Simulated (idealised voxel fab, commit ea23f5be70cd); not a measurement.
process module | voxel double patterning
cross-section cut | 175 nm wide | cells 5 nm
A cross-section is a grid of square cells, given in bands from the top down. A band is one or more rows of cells.
Each band's line starts with the height of the band's top and of its bottom, in nm. Then come its materials from left to right, each with its width in nm. One material with "throughout" fills the band from edge to edge. "air" is empty space.
Height 0 is the level under which the wafer as received is all one material. The lowest band goes on downwards, as in "0 down".
A width such as "30 to 40" changes by the same amount from each row of cells to the next, from the band's top row to its bottom row.
"no change" after a step means that no cell of the cross-section changed.
closed voids: empty space of 8 cells or more with no open way to the top, each as width x height at its distance from the left edge, in nm
after a step's settings: what the simulator itself notes on the step
overlay nm, on a step with a mask: how far to the right of its planned place the mask lay; to the left if negative
plan
1 op RECEIVE | material Si
2 op CONFORMAL_DEP | material SiN | thk nm 10
3 op DIRECTIONAL_DEP | material SiO2 | thk nm 15
4 op DIRECTIONAL_DEP | material SiCN | thk nm 10
5 op DIRECTIONAL_DEP | material aC | thk nm 10
6 op PATTERN | tone open | mask id FIRST | material resist | width nm 15 | pitch nm 50 | thk nm 30 | overlay nm 0
7 op DIRECTIONAL_ETCH | etch materials aC | depth nm 10
8 op STRIP | etch materials resist
9 op DIRECTIONAL_ETCH | etch materials SiCN | depth nm 10
10 op STRIP | etch materials aC
11 op MASKED_ETCH | tone open | mask id SECOND | width nm 15 | pitch nm 50 | etch materials SiCN | depth nm 10 | overlay nm 0
12 op DIRECTIONAL_ETCH | etch materials SiO2 | depth nm 5
13 op STRIP | etch materials SiCN
varied across the wafers: depth nm of step 12. The plan shows the first wafer's value. All wafers start alike
first wafer as received, after step 1
  0 down: Si throughout
  closed voids: none
each wafer at the end: cells of each material gained (+) or lost (-) since it was received, then its closed voids
depth nm 5 | +70 SiN | +90 SiO2 | closed voids: none
depth nm 10 | +70 SiN | +75 SiO2 | closed voids: none
depth nm 15 | +70 SiN | +60 SiO2 | closed voids: none
depth nm 20 | +70 SiN | +60 SiO2 | closed voids: none
depth nm 25 | +70 SiN | +60 SiO2 | closed voids: none
depth nm 30 | +70 SiN | +60 SiO2 | closed voids: none
